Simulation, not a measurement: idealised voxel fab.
The following is a process module called voxel wiring stack.
Section shown: cut. Width: 200 nm. Cell size: 5 nm, square.
Heads up, the way a cross-section reads in here is a grid of square cells, handed over as bands from the top down, with every band being one or more rows of cells. First you get the band's top height and its bottom height, in nm, and then the materials it's made of, left to right, with each width in nm. If you see a single material with "all across", that one covers the band edge to edge. "blank" is empty space. Heights from 0 (as-received wafer is one material below). Bottom band endless downward, as "0 -> down". Width: "30 to 40" (first number = top row, second number = bottom row, same change from row to row of cells). Key: "stayed the same" - step with no changed cell in the cross-section. "Closed cavity list" contains a list of empty spaces, each no smaller than 8 cells and without an open way to the top, written in the form width x height at distance with the distance from the left edge and all three in nm. The remark found on a step's line after its settings is issued by the simulator itself and pertains to that step. If you see "overlay nm" on a step's line and that step has a mask, it's telling you how far right of where it was planned the mask ended up; a negative number means it went left instead.

## Intended process steps
step 1: RECEIVE [material Si]
step 2: CONFORMAL_DEP [material SiO2] [thk nm 10]
step 3: DIRECTIONAL_DEP [material TiN] [thk nm 5]
step 4: DIRECTIONAL_DEP [material Ru] [thk nm 25]
step 5: PATTERN [tone cover] [mask id METAL_1] [material resist] [width nm 30] [pitch nm 45] [thk nm 20] [overlay nm 0]
step 6: DIRECTIONAL_ETCH [etch materials Ru] [depth nm 25]
step 7: DIRECTIONAL_ETCH [etch materials TiN] [depth nm 5]
step 8: STRIP [etch materials resist]
step 9: FILL_DEP [material SiO2] [thk nm 10]
step 10: CMP [height nm 40]
step 11: CONFORMAL_DEP [material SiCN] [thk nm 5]
step 12: DIRECTIONAL_DEP [material lowk] [thk nm 10]
step 13: PATTERN [tone open] [mask id PLUG_1] [material resist] [width nm 15] [pitch nm 45] [thk nm 15] [overlay nm 0]
step 14: DIRECTIONAL_ETCH [etch materials lowk] [depth nm 10]
step 15: DIRECTIONAL_ETCH [etch materials SiCN] [depth nm 5]
step 16: STRIP [etch materials resist]
step 17: CONFORMAL_DEP [material TiN] [thk nm 5]
step 18: FILL_DEP [material Cu] [thk nm 5]
step 19: CMP [height nm 55]
step 20: CONFORMAL_DEP [material SiCN] [thk nm 5]
step 21: DIRECTIONAL_DEP [material lowk] [thk nm 25]
step 22: PATTERN [tone open] [mask id METAL_2] [material resist] [width nm 30] [pitch nm 45] [thk nm 15] [overlay nm 0]
step 23: DIRECTIONAL_ETCH [etch materials lowk] [depth nm 25]
step 24: DIRECTIONAL_ETCH [etch materials SiCN] [depth nm 5]
step 25: STRIP [etch materials resist]
step 26: CONFORMAL_DEP [material TiN] [thk nm 5]
step 27: FILL_DEP [material Ru] [thk nm 10]
step 28: CMP [height nm 85]
step 29: EPI [material Ru] [thk nm 5]
step 30: FILL_DEP [material SiCN] [thk nm 5]

## Cross-sectional view of the wafer in its as-received condition, corresponding to the state after step 1
  0 -> down: Si all across
  Closed cavity list: none

## Sectioned view, first of two wafers, at the close of the module, processed as intended in the plan
  95 -> 90: SiCN all across
  90 -> 85: SiCN: 35, then Ru: 40, then SiCN: 5, then Ru: 40, then SiCN: 5, then Ru: 40, then SiCN: 35
  85 -> 60: lowk: 40, then TiN: 5, then Ru: 20, then TiN: 5, then lowk: 15, then TiN: 5, then Ru: 20, then TiN: 5, then lowk: 15, then TiN: 5, then Ru: 20, then TiN: 5, then lowk: 40
  60 -> 55: SiCN: 40, then TiN: 30, then SiCN: 15, then TiN: 30, then SiCN: 15, then TiN: 30, then SiCN: 40
  55 -> 45: lowk: 40, then TiN: 5, then Cu: 5, then TiN: 5, then lowk: 30, then TiN: 5, then Cu: 5, then TiN: 5, then lowk: 30, then TiN: 5, then Cu: 5, then TiN: 5, then lowk: 55
  45 -> 40: SiCN: 40, then TiN: 15, then SiCN: 30, then TiN: 15, then SiCN: 30, then TiN: 15, then SiCN: 55
  40 -> 15: SiO2: 40, then Ru: 30, then SiO2: 15, then Ru: 30, then SiO2: 15, then Ru: 30, then SiO2: 40
  15 -> 10: SiO2: 40, then TiN: 30, then SiO2: 15, then TiN: 30, then SiO2: 15, then TiN: 30, then SiO2: 40
  10 -> 0: SiO2 all across
  0 -> down: Si all across
  Closed cavity list: none

## Here's the second of our two wafers sectioned at module end. Same start as the first, same plan, but one mistake got made running it
  95 -> 90: SiCN all across
  90 -> 85: SiCN: 35, then Ru: 40, then SiCN: 5, then Ru: 40, then SiCN: 5, then Ru: 40, then SiCN: 35
  85 -> 60: lowk: 40, then TiN: 5, then Ru: 20, then TiN: 5, then lowk: 15, then TiN: 5, then Ru: 20, then TiN: 5, then lowk: 15, then TiN: 5, then Ru: 20, then TiN: 5, then lowk: 40
  60 -> 50: SiCN: 40, then TiN: 30 to 15, then SiCN: 15 to 30, then TiN: 30 to 15, then SiCN: 15 to 30, then TiN: 30 to 15, then SiCN: 40 to 55
  50 -> 40: lowk all across
  40 -> 15: SiO2: 40, then Ru: 30, then SiO2: 15, then Ru: 30, then SiO2: 15, then Ru: 30, then SiO2: 40
  15 -> 10: SiO2: 40, then TiN: 30, then SiO2: 15, then TiN: 30, then SiO2: 15, then TiN: 30, then SiO2: 40
  10 -> 0: SiO2 all across
  0 -> down: Si all across
  Closed cavity list: none
Run error: it was found that steps 11 and 12 of the process plan had been performed in exchanged positions
Count the cells at the end and the second wafer has more or fewer of some materials than the first: Cu: 6 fewer | TiN: 12 fewer | lowk: 18 more
